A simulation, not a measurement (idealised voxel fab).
Documented hereafter: the process module known as voxel wiring stack.
Shown is cross-section cut, with a width of 255 nm and square cells of size 5 nm.
This document writes a cross-section as a grid whose cells are square, and gives it as bands, listed from the top down; one or more rows of cells form a band.
Within each band entry, the heights of the top and of the bottom of the band appear first, in that order and in nm; the materials of the band then follow from left to right, each with its corresponding width in nm. The designation "everywhere" on a single material indicates that it fills the band from edge to edge; the designation "blank" indicates empty space.
Height reference: 0 = level under which incoming wafer is all one material. Lowest band: no bottom, runs on downward, e.g. "0 -> down".
Width "30..40": first value at the band's top row of cells, second value at its bottom row, equal change from row to row.
Reading "identical to before" for a step: not a cell of the cross-section changed in it.
Entry "Fully sealed cavities" = empty spaces >= 8 cells with no open way to the top; each as width x height at distance, distance from left edge, all nm.
On a step's line, text after the settings is the simulator commenting on that step.
overlay nm: right-of-plan distance of the mask on a masked step; negative values mean left-of-plan.

### Process steps foreseen in the plan
step 1: RECEIVE, material Si
step 2: CONFORMAL_DEP, material SiO2, thk nm 10
step 3: CONFORMAL_DEP, material SiCN, thk nm 5
step 4: DIRECTIONAL_DEP, material SiO2, thk nm 20
step 5: DIRECTIONAL_DEP, material aC, thk nm 10
step 6: PATTERN, tone open, mask id METAL_1, material resist, width nm 30, pitch nm 55, thk nm 30, overlay nm 0
step 7: DIRECTIONAL_ETCH, etch materials aC, depth nm 10
step 8: STRIP, etch materials resist
step 9: DIRECTIONAL_ETCH, etch materials SiO2, depth nm 20
step 10: DIRECTIONAL_ETCH, etch materials SiCN, depth nm 5
step 11: STRIP, etch materials aC
step 12: CONFORMAL_DEP, material TiN, thk nm 5
step 13: FILL_DEP, material Ru, thk nm 10
step 14: CMP, height nm 35
step 15: CONFORMAL_DEP, material SiCN, thk nm 5
step 16: DIRECTIONAL_DEP, material lowk, thk nm 20
step 17: DIRECTIONAL_DEP, material aC, thk nm 15
step 18: PATTERN, tone open, mask id PLUG_1, material resist, width nm 15, thk nm 35, overlay nm 0
step 19: DIRECTIONAL_ETCH, etch materials aC, depth nm 15
step 20: STRIP, etch materials resist
step 21: DIRECTIONAL_ETCH, etch materials lowk, depth nm 20
step 22: DIRECTIONAL_ETCH, etch materials SiCN, depth nm 5
step 23: STRIP, etch materials aC
step 24: CONFORMAL_DEP, material TiN, thk nm 5
step 25: FILL_DEP, material Cu, thk nm 10
step 26: CMP, height nm 60
step 27: CONFORMAL_DEP, material SiN, thk nm 5
step 28: DIRECTIONAL_DEP, material SiO2, thk nm 25
step 29: MASKED_ETCH, tone open, mask id METAL_2, width nm 30, pitch nm 55, etch materials SiO2, depth nm 25, overlay nm 0
step 30: MASKED_ETCH, tone open, mask id METAL_2, width nm 30, pitch nm 55, etch materials SiN, depth nm 5, overlay nm 0
step 31: CONFORMAL_DEP, material TiN, thk nm 5
step 32: FILL_DEP, material Ru, thk nm 5
step 33: CMP, height nm 90
step 34: CONFORMAL_DEP, material SiN, thk nm 5

### Delivered wafer in cross-section: state after step 1
- 0 -> down | Si everywhere
- Fully sealed cavities: none

### End-of-module cross-section of the first of two wafers, processed as planned
- 95 -> 90 | SiN everywhere
- 90 -> 65 | SiO2 85 | TiN 5 | Ru 20 | TiN 5 | SiO2 25 | TiN 5 | Ru 20 | TiN 5 | SiO2 85
- 65 -> 60 | SiN 85 | TiN 30 | SiN 25 | TiN 30 | SiN 85
- 60 -> 40 | lowk 85 | TiN 5 | Cu 5 | TiN 5 | lowk 155
- 40 -> 35 | SiCN 85 | TiN 15 | SiCN 155
- 35 -> 15 | SiO2 85 | TiN 5 | Ru 20 | TiN 5 | SiO2 25 | TiN 5 | Ru 20 | TiN 5 | SiO2 85
- 15 -> 10 | SiCN 85 | TiN 30 | SiCN 25 | TiN 30 | SiCN 85
- 10 -> 0 | SiO2 everywhere
- 0 -> down | Si everywhere
- Fully sealed cavities: none

### Cross-section, wafer two of two, end of module: same start and plan as wafer one, one error in execution
- 95 -> 90 | SiN everywhere
- 90 -> 65 | SiO2 85 | TiN 5 | Ru 20 | TiN 5 | SiO2 25 | TiN 5 | Ru 20 | TiN 5 | SiO2 85
- 65 -> 60 | SiN 85 | TiN 30 | SiN 25 | TiN 30 | SiN 85
- 60 -> 40 | lowk 85 | TiN 5 | Cu 5 | TiN 5 | lowk 155
- 40 -> 35 | SiCN 85 | TiN 15 | SiCN 155
- 35 -> 20 | SiO2 85 | TiN 5 | Ru 20 | TiN 5 | SiO2 25 | TiN 5 | Ru 20 | TiN 5 | SiO2 85
- 20 -> 15 | SiO2 85 | TiN 30 | SiO2 25 | TiN 30 | SiO2 85
- 15 -> 5 | SiO2 everywhere
- 5 -> 0 | SiCN everywhere
- 0 -> down | Si everywhere
- Fully sealed cavities: none
In executing the process, a mistake was made relative to the plan: plan vs actual: 2 and 3 interchanged
Counted in cells at the end, the second wafer holds more or fewer of these materials than the first: Ru: 8 fewer, SiCN: 12 more, TiN: 4 fewer
